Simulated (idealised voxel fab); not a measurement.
Process module, titled voxel capacitor over wiring
In the cross-section labelled cut, the width is 170 nm and each square cell is 5 nm.
A cross-section in this document is a grid of square cells, and it is written down as bands, the top band listed before the ones below it; a band is made up of one or more rows of cells.
The band entry comprises the height of the band's top followed by the height of its bottom, expressed in nm, and subsequently the band's materials from left to right, each stated together with its width in nm. Where a single material is marked with the word "all across", that material fills the band from edge to edge. The word "air" represents empty space.
Height reference: 0 = level under which incoming wafer is all one material. Lowest band: no bottom, runs on downward, e.g. "0 -> down".
Graded width ("30->40"): value in top row of band = first number; value in bottom row = second number; row-to-row change constant.
Key: "no alteration" - step with no changed cell in the cross-section.
"Closed void inventory" enumerates empty spaces isolated from the top, with no open way to it, that contain at least 8 cells, giving each as width x height at distance from the left edge, all three in nm.
Past the settings on a step's line: simulator remark, on that step.
When a step includes a mask, the "overlay nm" setting on its line states how far to the right of its planned place that mask lay, and negative values state how far to the left.
What follows is a series of pairs. Each pair shows a cross-section before one process step and the cross-section after it, and the after view is drawn only down to the lowest band that changed. Beneath each pair is the step that lies between the two, with its settings. Pairs may come from different runs of this module on the same starting wafer, so a pair continues from the one above it only where its entry headed "Before step" says so.

### Before step
  80 -> 70 = air (40), then TiN (60), then air (70)
  70 -> 65 = air (40), then SiN (60), then air (70)
  65 -> 50 = TiN all across
  50 -> 35 = lowk (40), then TiN (5), then Ru (5), then TiN (5), then lowk (115)
  35 -> 30 = SiCN (40), then TiN (15), then SiCN (115)
  30 -> 15 = lowk (25), then SiCN (5), then Ru (25), then SiCN (5), then lowk (45), then SiCN (5), then Ru (25), then SiCN (5), then lowk (30)
  15 -> 10 = SiCN (30), then TiN (25), then SiCN (55), then TiN (25), then SiCN (35)
  10 -> 0 = SiO2 all across
  0 -> down = Si all across
  Closed void inventory: none

### Sectional View, Post-Process
  90 -> 80 = air (40), then aC (60), then air (70)
  80 -> 75 = air (40), then TiN (60), then air (70)
  75 -> 70 = aC (40), then TiN (60), then aC (70)
  70 -> 65 = aC (40), then SiN (60), then aC (70)
  Unchanged below 65.
  Closed void inventory: none
Intermediate step for the cross-sections above: DIRECTIONAL_DEP: material aC, thk nm 10

Before step: just use the after drawing of the pair above as your starting point.

### Sectional View, Post-Process
  115 -> 90 = air (35), then resist (70), then air (65)
  90 -> 80 = air (35), then resist (5), then aC (60), then resist (5), then air (65)
  80 -> 75 = air (35), then resist (5), then TiN (60), then resist (5), then air (65)
  Unchanged below 75.
  Closed void inventory: none
Intermediate step for the cross-sections above: PATTERN: tone cover, mask id LOWER_PLATE, material resist, width nm 70, thk nm 25, overlay nm 0

Before step: just use the after drawing of the pair above as your starting point.

### Sectional View, Post-Process
  105 -> 90 = air (35), then resist (70), then air (65)
  90 -> 80 = air (35), then resist (5), then aC (60), then resist (5), then air (65)
  80 -> 75 = air (35), then resist (5), then TiN (60), then resist (5), then air (65)
  75 -> 70 = air (35), then aC (5), then TiN (60), then aC (5), then air (65)
  70 -> 65 = air (35), then aC (5), then SiN (60), then aC (5), then air (65)
  Unchanged below 65.
  Closed void inventory: none
Intermediate step for the cross-sections above: DIRECTIONAL_ETCH: etch materials aC, depth nm 10

Before step: just use the after drawing of the pair above as your starting point.

### Sectional View, Post-Process
  90 -> 80 = air (40), then aC (60), then air (70)
  80 -> 75 = air (40), then TiN (60), then air (70)
  Unchanged below 75.
  Closed void inventory: none
Intermediate step for the cross-sections above: STRIP: etch materials resist

Before step: just use the after drawing of the pair above as your starting point.

### Sectional View, Post-Process
  90 -> 80 = air (40), then aC (60), then air (70)
  80 -> 75 = air (40), then TiN (60), then air (70)
  75 -> 70 = air (35), then aC (5), then TiN (60), then aC (5), then air (65)
  70 -> 65 = air (35), then aC (5), then SiN (60), then aC (5), then air (65)
  65 -> 55 = air (35), then TiN (70), then air (65)
  Unchanged below 55.
  Closed void inventory: none
Intermediate step for the cross-sections above: DIRECTIONAL_ETCH: etch materials TiN, depth nm 10

Before step: just use the after drawing of the pair above as your starting point.

### Sectional View, Post-Process
  80 -> 70 = air (40), then TiN (60), then air (70)
  70 -> 65 = air (40), then SiN (60), then air (70)
  Unchanged below 65.
  Closed void inventory: none
Intermediate step for the cross-sections above: STRIP: etch materials aC

Before step: just use the after drawing of the pair above as your starting point.

### Sectional View, Post-Process
  95 -> 80 = SiO2 all across
  80 -> 70 = SiO2 (40), then TiN (60), then SiO2 (70)
  70 -> 65 = SiO2 (40), then SiN (60), then SiO2 (70)
  65 -> 55 = SiO2 (35), then TiN (70), then SiO2 (65)
  Unchanged below 55.
  Closed void inventory: none
Intermediate step for the cross-sections above: FILL_DEP: material SiO2, thk nm 15

Before step: just use the after drawing of the pair above as your starting point.

### Sectional View, Post-Process
  85 -> 80 = SiO2 all across
  Unchanged below 80.
  Closed void inventory: none
Intermediate step for the cross-sections above: CMP: height nm 85

Before step: just use the after drawing of the pair above as your starting point.

### Sectional View, Post-Process
  100 -> 85 = aC all across
  Unchanged below 85.
  Closed void inventory: none
Intermediate step for the cross-sections above: DIRECTIONAL_DEP: material aC, thk nm 15

Before step: just use the after drawing of the pair above as your starting point.

### Sectional View, Post-Process
  130 -> 100 = resist (50), then air (15), then resist (105)
  Unchanged below 100.
  Closed void inventory: none
Intermediate step for the cross-sections above: PATTERN: tone open, mask id PLUG_2, material resist, width nm 15, thk nm 30, overlay nm 0

Before step: just use the after drawing of the pair above as your starting point.

### Sectional View, Post-Process
  115 -> 100 = resist (50), then air (15), then resist (105)
  100 -> 85 = aC (50), then air (15), then aC (105)
  Unchanged below 85.
  Closed void inventory: none
Intermediate step for the cross-sections above: DIRECTIONAL_ETCH: etch materials aC, depth nm 15

Before step: just use the after drawing of the pair above as your starting point.

### Sectional View, Post-Process
  100 -> 85 = aC (50), then air (15), then aC (105)
  Unchanged below 85.
  Closed void inventory: none
Intermediate step for the cross-sections above: STRIP: etch materials resist

Before step: just use the after drawing of the pair above as your starting point.

### Sectional View, Post-Process
  100 -> 85 = aC (50), then air (15), then aC (105)
  85 -> 80 = SiO2 (50), then air (15), then SiO2 (105)
  Unchanged below 80.
  Closed void inventory: none
Intermediate step for the cross-sections above: DIRECTIONAL_ETCH: etch materials SiO2, depth nm 10

Before step: just use the after drawing of the pair above as your starting point.

### Sectional View, Post-Process
  85 -> 80 = SiO2 (50), then air (15), then SiO2 (105)
  Unchanged below 80.
  Closed void inventory: none
Intermediate step for the cross-sections above: STRIP: etch materials aC

Before step: just use the after drawing of the pair above as your starting point.

### Sectional View, Post-Process
  90 -> 85 = TiN (55), then air (5), then TiN (110)
  85 -> 80 = SiO2 (50), then TiN (15), then SiO2 (105)
  Unchanged below 80.
  Closed void inventory: none
Intermediate step for the cross-sections above: CONFORMAL_DEP: material TiN, thk nm 5

Before step: just use the after drawing of the pair above as your starting point.

### Sectional View, Post-Process
  100 -> 90 = Ru all across
  90 -> 85 = TiN (55), then Ru (5), then TiN (110)
  Unchanged below 85.
  Closed void inventory: none
Intermediate step for the cross-sections above: FILL_DEP: material Ru, thk nm 10

Before step: just use the after drawing of the pair above as your starting point.

### Sectional View, Post-Process
  85 -> 80 = SiO2 (50), then TiN (15), then SiO2 (105)
  Unchanged below 80.
  Closed void inventory: none
Intermediate step for the cross-sections above: CMP: height nm 85

Before step: just use the after drawing of the pair above as your starting point.

### Sectional View, Post-Process
  90 -> 85 = SiCN all across
  Unchanged below 85.
  Closed void inventory: none
Intermediate step for the cross-sections above: CONFORMAL_DEP: material SiCN, thk nm 5

### Before step
  50 -> 35 = lowk all across
  35 -> 30 = SiCN all across
  30 -> 15 = lowk (25), then SiCN (5), then Ru (25), then SiCN (5), then lowk (45), then SiCN (5), then Ru (25), then SiCN (5), then lowk (30)
  15 -> 10 = SiCN (30), then TiN (25), then SiCN (55), then TiN (25), then SiCN (35)
  10 -> 0 = SiO2 all across
  0 -> down = Si all across
  Closed void inventory: none

### Sectional View, Post-Process
  65 -> 50 = resist (40), then air (20), then resist (110)
  Unchanged below 50.
  Closed void inventory: none
Intermediate step for the cross-sections above: PATTERN: tone open, mask id PLUG_1, material resist, width nm 20, thk nm 15, overlay nm 0

Before step: just use the after drawing of the pair above as your starting point.

### Sectional View, Post-Process
  65 -> 50 = resist (40), then air (20), then resist (110)
  50 -> 35 = lowk (40), then air (20), then lowk (110)
  Unchanged below 35.
  Closed void inventory: none
Intermediate step for the cross-sections above: DIRECTIONAL_ETCH: etch materials lowk, depth nm 15

Before step: just use the after drawing of the pair above as your starting point.

### Sectional View, Post-Process
  65 -> 50 = resist (40), then air (20), then resist (110)
  50 -> 35 = lowk (40), then air (20), then lowk (110)
  35 -> 30 = SiCN (40), then air (20), then SiCN (110)
  Unchanged below 30.
  Closed void inventory: none
Intermediate step for the cross-sections above: DIRECTIONAL_ETCH: etch materials SiCN, depth nm 5

Before step: just use the after drawing of the pair above as your starting point.

### Sectional View, Post-Process
  50 -> 35 = lowk (40), then air (20), then lowk (110)
  Unchanged below 35.
  Closed void inventory: none
Intermediate step for the cross-sections above: STRIP: etch materials resist

Before step: just use the after drawing of the pair above as your starting point.

### Sectional View, Post-Process
  55 -> 50 = TiN (45), then air (10), then TiN (115)
  50 -> 35 = lowk (40), then TiN (5), then air (10), then TiN (5), then lowk (110)
  35 -> 30 = SiCN (40), then TiN (20), then SiCN (110)
  Unchanged below 30.
  Closed void inventory: none
Intermediate step for the cross-sections above: CONFORMAL_DEP: material TiN, thk nm 5

Before step: just use the after drawing of the pair above as your starting point.

### Sectional View, Post-Process
  60 -> 55 = Ru all across
  55 -> 50 = TiN (45), then Ru (10), then TiN (115)
  50 -> 35 = lowk (40), then TiN (5), then Ru (10), then TiN (5), then lowk (110)
  Unchanged below 35.
  Closed void inventory: none
Intermediate step for the cross-sections above: FILL_DEP: material Ru, thk nm 5

Before step: just use the after drawing of the pair above as your starting point.

### Sectional View, Post-Process
  50 -> 35 = lowk (40), then TiN (5), then Ru (10), then TiN (5), then lowk (110)
  Unchanged below 35.
  Closed void inventory: none
Intermediate step for the cross-sections above: CMP: height nm 50

Before step: just use the after drawing of the pair above as your starting point.

### Sectional View, Post-Process
  60 -> 50 = TiN all across
  Unchanged below 50.
  Closed void inventory: none
Intermediate step for the cross-sections above: DIRECTIONAL_DEP: material TiN, thk nm 10

Before step: just use the after drawing of the pair above as your starting point.

### Sectional View, Post-Process
  65 -> 60 = SiN all across
  Unchanged below 60.
  Closed void inventory: none
Intermediate step for the cross-sections above: DIRECTIONAL_DEP: material SiN, thk nm 5

Before step: just use the after drawing of the pair above as your starting point.

### Sectional View, Post-Process
  75 -> 65 = TiN all across
  Unchanged below 65.
  Closed void inventory: none
Intermediate step for the cross-sections above: DIRECTIONAL_DEP: material TiN, thk nm 10

Before step: just use the after drawing of the pair above as your starting point.

### Sectional View, Post-Process
  90 -> 75 = air (40), then resist (60), then air (70)
  Unchanged below 75.
  Closed void inventory: none
Intermediate step for the cross-sections above: PATTERN: tone cover, mask id UPPER_PLATE, material resist, width nm 60, thk nm 15, overlay nm 0

Before step: just use the after drawing of the pair above as your starting point.

### Sectional View, Post-Process
  90 -> 75 = air (40), then resist (60), then air (70)
  75 -> 65 = air (40), then TiN (60), then air (70)
  Unchanged below 65.
  Closed void inventory: none
Intermediate step for the cross-sections above: DIRECTIONAL_ETCH: etch materials TiN, depth nm 10

Before step: just use the after drawing of the pair above as your starting point.

### Sectional View, Post-Process
  90 -> 75 = air (40), then resist (60), then air (70)
  75 -> 65 = air (40), then TiN (60), then air (70)
  65 -> 60 = air (40), then SiN (60), then air (70)
  Unchanged below 60.
  Closed void inventory: none
Intermediate step for the cross-sections above: DIRECTIONAL_ETCH: etch materials SiN, depth nm 5

Before step: just use the after drawing of the pair above as your starting point.

### Sectional View, Post-Process
  75 -> 65 = air (40), then TiN (60), then air (70)
  Unchanged below 65.
  Closed void inventory: none
Intermediate step for the cross-sections above: STRIP: etch materials resist

Before step: just use the after drawing of the pair above as your starting point.

### Sectional View, Post-Process
  85 -> 75 = air (40), then aC (60), then air (70)
  75 -> 70 = air (40), then TiN (60), then air (70)
  70 -> 65 = aC (40), then TiN (60), then aC (70)
  65 -> 60 = aC (40), then SiN (60), then aC (70)
  Unchanged below 60.
  Closed void inventory: none
Intermediate step for the cross-sections above: DIRECTIONAL_DEP: material aC, thk nm 10

Before step: just use the after drawing of the pair above as your starting point.

### Sectional View, Post-Process
  110 -> 85 = air (35), then resist (70), then air (65)
  85 -> 75 = air (35), then resist (5), then aC (60), then resist (5), then air (65)
  75 -> 70 = air (35), then resist (5), then TiN (60), then resist (5), then air (65)
  Unchanged below 70.
  Closed void inventory: none
Intermediate step for the cross-sections above: PATTERN: tone cover, mask id LOWER_PLATE, material resist, width nm 70, thk nm 25, overlay nm 0

Before step: just use the after drawing of the pair above as your starting point.

### Sectional View, Post-Process
  100 -> 85 = air (35), then resist (70), then air (65)
  85 -> 75 = air (35), then resist (5), then aC (60), then resist (5), then air (65)
  75 -> 70 = air (35), then resist (5), then TiN (60), then resist (5), then air (65)
  70 -> 65 = air (35), then aC (5), then TiN (60), then aC (5), then air (65)
  65 -> 60 = air (35), then aC (5), then SiN (60), then aC (5), then air (65)
  Unchanged below 60.
  Closed void inventory: none
Intermediate step for the cross-sections above: DIRECTIONAL_ETCH: etch materials aC, depth nm 10

Before step: just use the after drawing of the pair above as your starting point.

### Sectional View, Post-Process
  85 -> 75 = air (40), then aC (60), then air (70)
  75 -> 70 = air (40), then TiN (60), then air (70)
  Unchanged below 70.
  Closed void inventory: none
Intermediate step for the cross-sections above: STRIP: etch materials resist

Before step: just use the after drawing of the pair above as your starting point.

### Sectional View, Post-Process
  85 -> 75 = air (40), then aC (60), then air (70)
  75 -> 70 = air (40), then TiN (60), then air (70)
  70 -> 65 = air (35), then aC (5), then TiN (60), then aC (5), then air (65)
  65 -> 60 = air (35), then aC (5), then SiN (60), then aC (5), then air (65)
  60 -> 50 = air (35), then TiN (70), then air (65)
  Unchanged below 50.
  Closed void inventory: none
Intermediate step for the cross-sections above: DIRECTIONAL_ETCH: etch materials TiN, depth nm 10

Before step: just use the after drawing of the pair above as your starting point.

### Sectional View, Post-Process
  75 -> 65 = air (40), then TiN (60), then air (70)
  65 -> 60 = air (40), then SiN (60), then air (70)
  Unchanged below 60.
  Closed void inventory: none
Intermediate step for the cross-sections above: STRIP: etch materials aC

Before step: just use the after drawing of the pair above as your starting point.

### Sectional View, Post-Process
  90 -> 75 = SiO2 all across
  75 -> 65 = SiO2 (40), then TiN (60), then SiO2 (70)
  65 -> 60 = SiO2 (40), then SiN (60), then SiO2 (70)
  60 -> 50 = SiO2 (35), then TiN (70), then SiO2 (65)
  Unchanged below 50.
  Closed void inventory: none
Intermediate step for the cross-sections above: FILL_DEP: material SiO2, thk nm 15

Before step: just use the after drawing of the pair above as your starting point.

### Sectional View, Post-Process
  85 -> 75 = SiO2 all across
  Unchanged below 75.
  Closed void inventory: none
Intermediate step for the cross-sections above: CMP: height nm 85

Before step: just use the after drawing of the pair above as your starting point.

### Sectional View, Post-Process
  100 -> 85 = aC all across
  Unchanged below 85.
  Closed void inventory: none
Intermediate step for the cross-sections above: DIRECTIONAL_DEP: material aC, thk nm 15

Before step: just use the after drawing of the pair above as your starting point.

### Sectional View, Post-Process
  130 -> 100 = resist (50), then air (15), then resist (105)
  Unchanged below 100.
  Closed void inventory: none
Intermediate step for the cross-sections above: PATTERN: tone open, mask id PLUG_2, material resist, width nm 15, thk nm 30, overlay nm 0

Before step: just use the after drawing of the pair above as your starting point.

### Sectional View, Post-Process
  115 -> 100 = resist (50), then air (15), then resist (105)
  100 -> 85 = aC (50), then air (15), then aC (105)
  Unchanged below 85.
  Closed void inventory: none
Intermediate step for the cross-sections above: DIRECTIONAL_ETCH: etch materials aC, depth nm 15

Before step: just use the after drawing of the pair above as your starting point.

### Sectional View, Post-Process
  100 -> 85 = aC (50), then air (15), then aC (105)
  Unchanged below 85.
  Closed void inventory: none
Intermediate step for the cross-sections above: STRIP: etch materials resist

Before step: just use the after drawing of the pair above as your starting point.

### Sectional View, Post-Process
  100 -> 85 = aC (50), then air (15), then aC (105)
  85 -> 75 = SiO2 (50), then air (15), then SiO2 (105)
  Unchanged below 75.
  Closed void inventory: none
Intermediate step for the cross-sections above: DIRECTIONAL_ETCH: etch materials SiO2, depth nm 10

Before step: just use the after drawing of the pair above as your starting point.

### Sectional View, Post-Process
  85 -> 75 = SiO2 (50), then air (15), then SiO2 (105)
  Unchanged below 75.
  Closed void inventory: none
Intermediate step for the cross-sections above: STRIP: etch materials aC

Before step: just use the after drawing of the pair above as your starting point.

### Sectional View, Post-Process
  90 -> 85 = TiN (55), then air (5), then TiN (110)
  85 -> 80 = SiO2 (50), then TiN (5), then air (5), then TiN (5), then SiO2 (105)
  80 -> 75 = SiO2 (50), then TiN (15), then SiO2 (105)
  Unchanged below 75.
  Closed void inventory: none
Intermediate step for the cross-sections above: CONFORMAL_DEP: material TiN, thk nm 5

Before step: just use the after drawing of the pair above as your starting point.

### Sectional View, Post-Process
  100 -> 90 = Ru all across
  90 -> 85 = TiN (55), then Ru (5), then TiN (110)
  85 -> 80 = SiO2 (50), then TiN (5), then Ru (5), then TiN (5), then SiO2 (105)
  Unchanged below 80.
  Closed void inventory: none
Intermediate step for the cross-sections above: FILL_DEP: material Ru, thk nm 10

Before step: just use the after drawing of the pair above as your starting point.

### Sectional View, Post-Process
  85 -> 80 = SiO2 (50), then TiN (5), then Ru (5), then TiN (5), then SiO2 (105)
  Unchanged below 80.
  Closed void inventory: none
Intermediate step for the cross-sections above: CMP: height nm 85

Before step: just use the after drawing of the pair above as your starting point.

### Sectional View, Post-Process
  90 -> 85 = SiCN all across
  Unchanged below 85.
  Closed void inventory: none
Intermediate step for the cross-sections above: CONFORMAL_DEP: material SiCN, thk nm 5

### Before step
  85 -> 75 = air (40), then aC (60), then air (70)
  75 -> 70 = air (40), then TiN (60), then air (70)
  70 -> 65 = aC (40), then TiN (60), then aC (70)
  65 -> 60 = aC (40), then SiN (60), then aC (70)
  60 -> 50 = TiN all across
  50 -> 35 = lowk (40), then TiN (5), then Ru (5), then TiN (5), then lowk (115)
  35 -> 30 = SiCN (40), then TiN (15), then SiCN (115)
  30 -> 15 = lowk (25), then SiCN (5), then Ru (25), then SiCN (5), then lowk (45), then SiCN (5), then Ru (25), then SiCN (5), then lowk (30)
  15 -> 10 = SiCN (30), then TiN (25), then SiCN (55), then TiN (25), then SiCN (35)
  10 -> 0 = SiO2 all across
  0 -> down = Si all across
  Closed void inventory: none

### Sectional View, Post-Process
  110 -> 85 = air (40), then resist (70), then air (60)
  85 -> 75 = air (40), then aC (60), then resist (10), then air (60)
  75 -> 70 = air (40), then TiN (60), then resist (10), then air (60)
  Unchanged below 70.
  Closed void inventory: none
Intermediate step for the cross-sections above: PATTERN: tone cover, mask id LOWER_PLATE, material resist, width nm 70, thk nm 25, overlay nm 5

Before step: just use the after drawing of the pair above as your starting point.

### Sectional View, Post-Process
  100 -> 85 = air (40), then resist (70), then air (60)
  85 -> 75 = air (40), then aC (60), then resist (10), then air (60)
  75 -> 70 = air (40), then TiN (60), then resist (10), then air (60)
  70 -> 65 = air (40), then TiN (60), then aC (10), then air (60)
  65 -> 60 = air (40), then SiN (60), then aC (10), then air (60)
  Unchanged below 60.
  Closed void inventory: none
Intermediate step for the cross-sections above: DIRECTIONAL_ETCH: etch materials aC, depth nm 10

Before step: just use the after drawing of the pair above as your starting point.

### Sectional View, Post-Process
  85 -> 75 = air (40), then aC (60), then air (70)
  75 -> 70 = air (40), then TiN (60), then air (70)
  Unchanged below 70.
  Closed void inventory: none
Intermediate step for the cross-sections above: STRIP: etch materials resist

Before step: just use the after drawing of the pair above as your starting point.

### Sectional View, Post-Process
  85 -> 75 = air (40), then aC (60), then air (70)
  75 -> 70 = air (40), then TiN (60), then air (70)
  70 -> 65 = air (40), then TiN (60), then aC (10), then air (60)
  65 -> 60 = air (40), then SiN (60), then aC (10), then air (60)
  60 -> 50 = air (40), then TiN (70), then air (60)
  Unchanged below 50.
  Closed void inventory: none
Intermediate step for the cross-sections above: DIRECTIONAL_ETCH: etch materials TiN, depth nm 10

Before step: just use the after drawing of the pair above as your starting point.

### Sectional View, Post-Process
  75 -> 65 = air (40), then TiN (60), then air (70)
  65 -> 60 = air (40), then SiN (60), then air (70)
  Unchanged below 60.
  Closed void inventory: none
Intermediate step for the cross-sections above: STRIP: etch materials aC

Before step: just use the after drawing of the pair above as your starting point.

### Sectional View, Post-Process
  90 -> 75 = SiO2 all across
  75 -> 65 = SiO2 (40), then TiN (60), then SiO2 (70)
  65 -> 60 = SiO2 (40), then SiN (60), then SiO2 (70)
  60 -> 50 = SiO2 (40), then TiN (70), then SiO2 (60)
  Unchanged below 50.
  Closed void inventory: none
Intermediate step for the cross-sections above: FILL_DEP: material SiO2, thk nm 15

Before step: just use the after drawing of the pair above as your starting point.

### Sectional View, Post-Process
  85 -> 75 = SiO2 all across
  Unchanged below 75.
  Closed void inventory: none
Intermediate step for the cross-sections above: CMP: height nm 85

Before step: just use the after drawing of the pair above as your starting point.

### Sectional View, Post-Process
  100 -> 85 = aC all across
  Unchanged below 85.
  Closed void inventory: none
Intermediate step for the cross-sections above: DIRECTIONAL_DEP: material aC, thk nm 15

Before step: just use the after drawing of the pair above as your starting point.

### Sectional View, Post-Process
  130 -> 100 = resist (50), then air (15), then resist (105)
  Unchanged below 100.
  Closed void inventory: none
Intermediate step for the cross-sections above: PATTERN: tone open, mask id PLUG_2, material resist, width nm 15, thk nm 30, overlay nm 0

Before step: just use the after drawing of the pair above as your starting point.

### Sectional View, Post-Process
  115 -> 100 = resist (50), then air (15), then resist (105)
  100 -> 85 = aC (50), then air (15), then aC (105)
  Unchanged below 85.
  Closed void inventory: none
Intermediate step for the cross-sections above: DIRECTIONAL_ETCH: etch materials aC, depth nm 15

Before step: just use the after drawing of the pair above as your starting point.

### Sectional View, Post-Process
  100 -> 85 = aC (50), then air (15), then aC (105)
  Unchanged below 85.
  Closed void inventory: none
Intermediate step for the cross-sections above: STRIP: etch materials resist

Before step: just use the after drawing of the pair above as your starting point.

### Sectional View, Post-Process
  100 -> 85 = aC (50), then air (15), then aC (105)
  85 -> 75 = SiO2 (50), then air (15), then SiO2 (105)
  Unchanged below 75.
  Closed void inventory: none
Intermediate step for the cross-sections above: DIRECTIONAL_ETCH: etch materials SiO2, depth nm 10

Before step: just use the after drawing of the pair above as your starting point.

### Sectional View, Post-Process
  85 -> 75 = SiO2 (50), then air (15), then SiO2 (105)
  Unchanged below 75.
  Closed void inventory: none
Intermediate step for the cross-sections above: STRIP: etch materials aC

Before step: just use the after drawing of the pair above as your starting point.

### Sectional View, Post-Process
  90 -> 85 = TiN (55), then air (5), then TiN (110)
  85 -> 80 = SiO2 (50), then TiN (5), then air (5), then TiN (5), then SiO2 (105)
  80 -> 75 = SiO2 (50), then TiN (15), then SiO2 (105)
  Unchanged below 75.
  Closed void inventory: none
Intermediate step for the cross-sections above: CONFORMAL_DEP: material TiN, thk nm 5

Before step: just use the after drawing of the pair above as your starting point.

### Sectional View, Post-Process
  100 -> 90 = Ru all across
  90 -> 85 = TiN (55), then Ru (5), then TiN (110)
  85 -> 80 = SiO2 (50), then TiN (5), then Ru (5), then TiN (5), then SiO2 (105)
  Unchanged below 80.
  Closed void inventory: none
Intermediate step for the cross-sections above: FILL_DEP: material Ru, thk nm 10

Before step: just use the after drawing of the pair above as your starting point.

### Sectional View, Post-Process
  85 -> 80 = SiO2 (50), then TiN (5), then Ru (5), then TiN (5), then SiO2 (105)
  Unchanged below 80.
  Closed void inventory: none
Intermediate step for the cross-sections above: CMP: height nm 85

Before step: just use the after drawing of the pair above as your starting point.

### Sectional View, Post-Process
  90 -> 85 = SiCN all across
  Unchanged below 85.
  Closed void inventory: none
Intermediate step for the cross-sections above: CONFORMAL_DEP: material SiCN, thk nm 5

### Before step
  55 -> 50 = TiN (45), then air (5), then TiN (120)
  50 -> 35 = lowk (40), then TiN (5), then air (5), then TiN (5), then lowk (115)
  35 -> 30 = SiCN (40), then TiN (15), then SiCN (115)
  30 -> 15 = lowk (25), then SiCN (5), then Ru (25), then SiCN (5), then lowk (45), then SiCN (5), then Ru (25), then SiCN (5), then lowk (30)
  15 -> 10 = SiCN (30), then TiN (25), then SiCN (55), then TiN (25), then SiCN (35)
  10 -> 0 = SiO2 all across
  0 -> down = Si all across
  Closed void inventory: none

### Sectional View, Post-Process
  60 -> 55 = aC all across
  55 -> 50 = TiN (45), then aC (5), then TiN (120)
  50 -> 35 = lowk (40), then TiN (5), then aC (5), then TiN (5), then lowk (115)
  Unchanged below 35.
  Closed void inventory: none
Intermediate step for the cross-sections above: FILL_DEP: material aC, thk nm 5

Before step: just use the after drawing of the pair above as your starting point.

### Sectional View, Post-Process
  50 -> 35 = lowk (40), then TiN (5), then aC (5), then TiN (5), then lowk (115)
  Unchanged below 35.
  Closed void inventory: none
Intermediate step for the cross-sections above: CMP: height nm 50

Before step: just use the after drawing of the pair above as your starting point.

### Sectional View, Post-Process
  60 -> 50 = TiN all across
  Unchanged below 50.
  Closed void inventory: none
Intermediate step for the cross-sections above: DIRECTIONAL_DEP: material TiN, thk nm 10

Before step: just use the after drawing of the pair above as your starting point.

### Sectional View, Post-Process
  65 -> 60 = SiN all across
  Unchanged below 60.
  Closed void inventory: none
Intermediate step for the cross-sections above: DIRECTIONAL_DEP: material SiN, thk nm 5

Before step: just use the after drawing of the pair above as your starting point.

### Sectional View, Post-Process
  75 -> 65 = TiN all across
  Unchanged below 65.
  Closed void inventory: none
Intermediate step for the cross-sections above: DIRECTIONAL_DEP: material TiN, thk nm 10

Before step: just use the after drawing of the pair above as your starting point.

### Sectional View, Post-Process
  90 -> 75 = air (40), then resist (60), then air (70)
  Unchanged below 75.
  Closed void inventory: none
Intermediate step for the cross-sections above: PATTERN: tone cover, mask id UPPER_PLATE, material resist, width nm 60, thk nm 15, overlay nm 0

Before step: just use the after drawing of the pair above as your starting point.

### Sectional View, Post-Process
  90 -> 75 = air (40), then resist (60), then air (70)
  75 -> 65 = air (40), then TiN (60), then air (70)
  Unchanged below 65.
  Closed void inventory: none
Intermediate step for the cross-sections above: DIRECTIONAL_ETCH: etch materials TiN, depth nm 10

Before step: just use the after drawing of the pair above as your starting point.

### Sectional View, Post-Process
  90 -> 75 = air (40), then resist (60), then air (70)
  75 -> 65 = air (40), then TiN (60), then air (70)
  65 -> 60 = air (40), then SiN (60), then air (70)
  Unchanged below 60.
  Closed void inventory: none
Intermediate step for the cross-sections above: DIRECTIONAL_ETCH: etch materials SiN, depth nm 5

Before step: just use the after drawing of the pair above as your starting point.

### Sectional View, Post-Process
  75 -> 65 = air (40), then TiN (60), then air (70)
  Unchanged below 65.
  Closed void inventory: none
Intermediate step for the cross-sections above: STRIP: etch materials resist

Before step: just use the after drawing of the pair above as your starting point.

### Sectional View, Post-Process
  85 -> 75 = air (40), then aC (60), then air (70)
  75 -> 70 = air (40), then TiN (60), then air (70)
  70 -> 65 = aC (40), then TiN (60), then aC (70)
  65 -> 60 = aC (40), then SiN (60), then aC (70)
  Unchanged below 60.
  Closed void inventory: none
Intermediate step for the cross-sections above: DIRECTIONAL_DEP: material aC, thk nm 10

Before step: just use the after drawing of the pair above as your starting point.

### Sectional View, Post-Process
  110 -> 85 = air (35), then resist (70), then air (65)
  85 -> 75 = air (35), then resist (5), then aC (60), then resist (5), then air (65)
  75 -> 70 = air (35), then resist (5), then TiN (60), then resist (5), then air (65)
  Unchanged below 70.
  Closed void inventory: none
Intermediate step for the cross-sections above: PATTERN: tone cover, mask id LOWER_PLATE, material resist, width nm 70, thk nm 25, overlay nm 0

Before step: just use the after drawing of the pair above as your starting point.

### Sectional View, Post-Process
  100 -> 85 = air (35), then resist (70), then air (65)
  85 -> 75 = air (35), then resist (5), then aC (60), then resist (5), then air (65)
  75 -> 70 = air (35), then resist (5), then TiN (60), then resist (5), then air (65)
  70 -> 65 = air (35), then aC (5), then TiN (60), then aC (5), then air (65)
  65 -> 60 = air (35), then aC (5), then SiN (60), then aC (5), then air (65)
  Unchanged below 60.
  Closed void inventory: none
Intermediate step for the cross-sections above: DIRECTIONAL_ETCH: etch materials aC, depth nm 10

Before step: just use the after drawing of the pair above as your starting point.

### Sectional View, Post-Process
  85 -> 75 = air (40), then aC (60), then air (70)
  75 -> 70 = air (40), then TiN (60), then air (70)
  Unchanged below 70.
  Closed void inventory: none
Intermediate step for the cross-sections above: STRIP: etch materials resist

Before step: just use the after drawing of the pair above as your starting point.

### Sectional View, Post-Process
  85 -> 75 = air (40), then aC (60), then air (70)
  75 -> 70 = air (40), then TiN (60), then air (70)
  70 -> 65 = air (35), then aC (5), then TiN (60), then aC (5), then air (65)
  65 -> 60 = air (35), then aC (5), then SiN (60), then aC (5), then air (65)
  60 -> 50 = air (35), then TiN (70), then air (65)
  Unchanged below 50.
  Closed void inventory: none
Intermediate step for the cross-sections above: DIRECTIONAL_ETCH: etch materials TiN, depth nm 10

Before step: just use the after drawing of the pair above as your starting point.

### Sectional View, Post-Process
  75 -> 65 = air (40), then TiN (60), then air (70)
  65 -> 60 = air (40), then SiN (60), then air (70)
  Unchanged below 60.
  Closed void inventory: none
Intermediate step for the cross-sections above: STRIP: etch materials aC

Before step: just use the after drawing of the pair above as your starting point.

### Sectional View, Post-Process
  90 -> 75 = SiO2 all across
  75 -> 65 = SiO2 (40), then TiN (60), then SiO2 (70)
  65 -> 60 = SiO2 (40), then SiN (60), then SiO2 (70)
  60 -> 50 = SiO2 (35), then TiN (70), then SiO2 (65)
  Unchanged below 50.
  Closed void inventory: none
Intermediate step for the cross-sections above: FILL_DEP: material SiO2, thk nm 15

Before step: just use the after drawing of the pair above as your starting point.

### Sectional View, Post-Process
  85 -> 75 = SiO2 all across
  Unchanged below 75.
  Closed void inventory: none
Intermediate step for the cross-sections above: CMP: height nm 85

Before step: just use the after drawing of the pair above as your starting point.

### Sectional View, Post-Process
  100 -> 85 = aC all across
  Unchanged below 85.
  Closed void inventory: none
Intermediate step for the cross-sections above: DIRECTIONAL_DEP: material aC, thk nm 15
